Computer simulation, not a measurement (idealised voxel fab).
Process module in this document: voxel double patterning
For reference, the cross-section in this document is cut, with width 210 nm and square cells of 5 nm.
Format of a cross-section: grid, square cells. Given as bands. Order: top down. Band: one or more rows of cells.
The band entry comprises the height of the band's top followed by the height of its bottom, expressed in nm, and subsequently the band's materials from left to right, each stated together with its width in nm. Where a single material is marked with the word "everywhere", that material fills the band from edge to edge. The word "air" represents empty space.
Where do heights start? At 0: under that level the wafer as delivered is made of one material only. And the lowest band has no floor; it just carries on downward, as in "z 0 and below".
Width: "30->40" (first number = top row, second number = bottom row, same change from row to row of cells).
You'll sometimes find "nothing different" written for a step, and that's the way of saying that nowhere in the cross-section did a cell change during that step.
Listed in "Listed closed voids": every empty space of 8 or more cells without an open way to the top. Form: width x height at distance, the distance being from the left edge, all in nm.
Whatever follows a step's settings on its line is a remark the simulator itself makes about that step.
The "overlay nm" setting may appear on a step's line; for a step that uses a mask, it gives how far to the right of its planned position the mask lay, and a negative value indicates the left.
### List of planned process steps
1: RECEIVE,material Si
2: CONFORMAL_DEP,material SiO2,thk nm 5
3: DIRECTIONAL_DEP,material W,thk nm 20
4: DIRECTIONAL_DEP,material SiN,thk nm 10
5: DIRECTIONAL_DEP,material aC,thk nm 10
6: PATTERN,tone open,mask id FIRST,material resist,width nm 15,pitch nm 50,thk nm 30,overlay nm 0
7: DIRECTIONAL_ETCH,etch materials aC,depth nm 10
8: STRIP,etch materials resist
9: DIRECTIONAL_ETCH,etch materials SiN,depth nm 10
10: STRIP,etch materials aC
11: DIRECTIONAL_DEP,material aC,thk nm 15
12: PATTERN,tone open,mask id SECOND,material resist,width nm 15,thk nm 35,overlay nm 0
13: DIRECTIONAL_ETCH,etch materials aC,depth nm 15
14: STRIP,etch materials resist
15: DIRECTIONAL_ETCH,etch materials SiN,depth nm 10
16: STRIP,etch materials aC
17: DIRECTIONAL_ETCH,etch materials W,depth nm 20
18: STRIP,etch materials SiN
### Cross-section of the wafer as it came to us, i.e., already through step 1
* z 0 and below: Si everywhere
* Listed closed voids: none
### Final wafer profile in cross-section after the module, from the same start and plan as above, with one mistake made during processing
* z 15 to 5: W: 70  air: 15  W: 10  air: 15  W: 10  air: 15  W: 75
* z 5 to 0: SiO2 everywhere
* z 0 and below: Si everywhere
* Listed closed voids: none
The mistake made against the process plan was this: for step 3, the planned setting was not used; the step was instead run as DIRECTIONAL_DEP,material W,thk nm 10
